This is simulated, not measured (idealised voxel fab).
process module | voxel gate over fins
cross-section cut | 260 nm wide | cells 5 nm
A cross-section is a grid of square cells, given in bands from the top down. A band is one or more rows of cells.
Each band's line starts with the height of the band's top and of its bottom, in nm. Then come its materials from left to right, each with its width in nm. One material with "throughout" fills the band from edge to edge. "air" is empty space.
Height 0 is the level under which the wafer as received is all one material. The lowest band goes on downwards, as in "0 down".
A width such as "30 to 40" changes by the same amount from each row of cells to the next, from the band's top row to its bottom row.
"no change" after a step means that no cell of the cross-section changed.
closed voids: empty space of 8 cells or more with no open way to the top, each as width x height at its distance from the left edge, in nm
after a step's settings: what the simulator itself notes on the step
overlay nm, on a step with a mask: how far to the right of its planned place the mask lay; to the left if negative
plan
1 op RECEIVE | material Si
2 op CONFORMAL_DEP | material SiN | thk nm 5
3 op MASKED_ETCH | tone cover | mask id FINS | width nm 15 | pitch nm 50 | etch materials SiN | depth nm 5 | overlay nm 0
4 op MASKED_ETCH | tone cover | mask id FINS | width nm 15 | pitch nm 50 | etch materials Si | depth nm 35 | overlay nm 0
5 op OXIDIZE | depth nm 5
6 op FILL_DEP | material SiO2 | thk nm 15
7 op CMP | height nm 5
8 op MASKED_ETCH | tone open | mask id RAIL | width nm 15 | etch materials SiO2 | depth nm 35 | overlay nm 0
9 op CONFORMAL_DEP | material TiN | thk nm 5
10 op FILL_DEP | material Ru | thk nm 5
11 op CMP | height nm 5
12 op SELECTIVE_ETCH | etch materials W Ru TiN | depth nm 20
13 op FILL_DEP | material SiO2 | thk nm 5
14 op CMP | height nm 5
15 op SELECTIVE_ETCH | etch materials SiO2 | depth nm 15
16 op STRIP | etch materials SiN
17 op CONFORMAL_DEP | material HfO2 | thk nm 5
18 op CONFORMAL_DEP | material TiN | thk nm 5
19 op CONFORMAL_DEP | material TiAl | thk nm 5
20 op CONFORMAL_DEP | material TiN | thk nm 5
21 op FILL_DEP | material W | thk nm 10
22 op CMP | height nm 25
23 op CONFORMAL_DEP | material SiCN | thk nm 5
as received, after step 1
  0 down: Si throughout
  closed voids: none
first wafer at the end, as planned
  30 to 25: SiCN throughout
  25 to 20: W throughout
  20 to 15: W 30 | TiN 45 | W 5 | TiN 45 | W 5 | TiN 45 | W 5 | TiN 45 | W 35
  15 to 10: W 30 | TiN 5 | TiAl 35 | TiN 5 | W 5 | TiN 5 | TiAl 35 | TiN 5 | W 5 | TiN 5 | TiAl 35 | TiN 5 | W 5 | TiN 5 | TiAl 35 | TiN 5 | W 35
  10 to 5: TiN 35 | TiAl 5 | TiN 25 | TiAl 5 | TiN 15 | TiAl 5 | TiN 25 | TiAl 5 | TiN 15 | TiAl 5 | TiN 25 | TiAl 5 | TiN 15 | TiAl 5 | TiN 25 | TiAl 5 | TiN 40
  5 to 0: TiAl 40 | TiN 5 | HfO2 15 | TiN 5 | TiAl 25 | TiN 5 | HfO2 15 | TiN 5 | TiAl 25 | TiN 5 | HfO2 15 | TiN 5 | TiAl 25 | TiN 5 | HfO2 15 | TiN 5 | TiAl 45
  0 to -5: TiN 45 | HfO2 5 | Si 5 | HfO2 5 | TiN 35 | HfO2 5 | Si 5 | HfO2 5 | TiN 35 | HfO2 5 | Si 5 | HfO2 5 | TiN 35 | HfO2 5 | Si 5 | HfO2 5 | TiN 50
  -5 to -10: HfO2 50 | Si 5 | HfO2 45 | Si 5 | HfO2 45 | Si 5 | HfO2 45 | Si 5 | HfO2 55
  -10 to -15: SiO2 50 | Si 5 | SiO2 45 | Si 5 | SiO2 45 | Si 5 | SiO2 45 | Si 5 | SiO2 55
  -15 to -25: SiO2 50 | Si 5 | SiO2 15 | TiN 5 | Ru 5 | TiN 5 | SiO2 15 | Si 5 | SiO2 45 | Si 5 | SiO2 45 | Si 5 | SiO2 55
  -25 to -30: SiO2 50 | Si 5 | SiO2 15 | TiN 15 | SiO2 15 | Si 5 | SiO2 45 | Si 5 | SiO2 45 | Si 5 | SiO2 55
  -30 to -40: SiO2 50 | Si 5 | SiO2 45 | Si 5 | SiO2 45 | Si 5 | SiO2 45 | Si 5 | SiO2 55
  -40 down: Si throughout
  closed voids: none
second wafer at the end: like start, like plan, one mistake
  30 to 25: SiCN throughout
  25 to 20: W throughout
  20 to 15: W 30 | TiN 45 | W 5 | TiN 45 | W 5 | TiN 45 | W 5 | TiN 45 | W 35
  15 to 10: W 30 | TiN 5 | TiAl 35 | TiN 5 | W 5 | TiN 5 | TiAl 35 | TiN 5 | W 5 | TiN 5 | TiAl 35 | TiN 5 | W 5 | TiN 5 | TiAl 35 | TiN 5 | W 35
  10 to 5: W 30 | TiN 5 | TiAl 5 | TiN 25 | TiAl 5 | TiN 5 | W 5 | TiN 5 | TiAl 5 | TiN 25 | TiAl 5 | TiN 5 | W 5 | TiN 5 | TiAl 5 | TiN 25 | TiAl 5 | TiN 5 | W 5 | TiN 5 | TiAl 5 | TiN 25 | TiAl 5 | TiN 5 | W 35
  5 to 0: W 30 | TiN 5 | TiAl 5 | TiN 5 | HfO2 15 | TiN 5 | TiAl 5 | TiN 15 | TiAl 5 | TiN 5 | HfO2 15 | TiN 5 | TiAl 5 | TiN 5 | W 5 | TiN 5 | TiAl 5 | TiN 5 | HfO2 15 | TiN 5 | TiAl 5 | TiN 5 | W 5 | TiN 5 | TiAl 5 | TiN 5 | HfO2 15 | TiN 5 | TiAl 5 | TiN 5 | W 35
  0 to -5: W 30 | TiN 5 | TiAl 5 | TiN 5 | HfO2 5 | Si 5 | HfO2 5 | TiN 5 | TiAl 25 | TiN 5 | HfO2 5 | Si 5 | HfO2 5 | TiN 5 | TiAl 5 | TiN 5 | W 5 | TiN 5 | TiAl 5 | TiN 5 | HfO2 5 | Si 5 | HfO2 5 | TiN 5 | TiAl 5 | TiN 5 | W 5 | TiN 5 | TiAl 5 | TiN 5 | HfO2 5 | Si 5 | HfO2 5 | TiN 5 | TiAl 5 | TiN 5 | W 35
  -5 to -10: TiN 35 | TiAl 5 | TiN 5 | HfO2 5 | Si 5 | HfO2 5 | TiN 35 | HfO2 5 | Si 5 | HfO2 5 | TiN 5 | TiAl 5 | TiN 15 | TiAl 5 | TiN 5 | HfO2 5 | Si 5 | HfO2 5 | TiN 5 | TiAl 5 | TiN 15 | TiAl 5 | TiN 5 | HfO2 5 | Si 5 | HfO2 5 | TiN 5 | TiAl 5 | TiN 40
  -10 to -15: TiAl 40 | TiN 5 | HfO2 5 | Si 5 | HfO2 5 | TiN 5 | HfO2 25 | TiN 5 | HfO2 5 | Si 5 | HfO2 5 | TiN 5 | TiAl 25 | TiN 5 | HfO2 5 | Si 5 | HfO2 5 | TiN 5 | TiAl 25 | TiN 5 | HfO2 5 | Si 5 | HfO2 5 | TiN 5 | TiAl 45
  -15 to -20: TiN 45 | HfO2 5 | Si 5 | HfO2 5 | TiN 5 | HfO2 5 | TiN 5 | Ru 5 | TiN 5 | HfO2 5 | TiN 5 | HfO2 5 | Si 5 | HfO2 5 | TiN 35 | HfO2 5 | Si 5 | HfO2 5 | TiN 35 | HfO2 5 | Si 5 | HfO2 5 | TiN 50
  -20 to -25: HfO2 50 | Si 5 | HfO2 15 | TiN 5 | Ru 5 | TiN 5 | HfO2 15 | Si 5 | HfO2 45 | Si 5 | HfO2 45 | Si 5 | HfO2 55
  -25 to -30: SiO2 50 | Si 5 | SiO2 15 | TiN 15 | SiO2 15 | Si 5 | SiO2 45 | Si 5 | SiO2 45 | Si 5 | SiO2 55
  -30 to -40: SiO2 50 | Si 5 | SiO2 45 | Si 5 | SiO2 45 | Si 5 | SiO2 45 | Si 5 | SiO2 55
  -40 down: Si throughout
  closed voids: none
what went wrong: step 15 was run twice
at the end the second wafer has, in cells: 28 more of HfO2 | 138 fewer of SiO2 | 20 more of TiAl | 44 more of TiN | 46 more of W
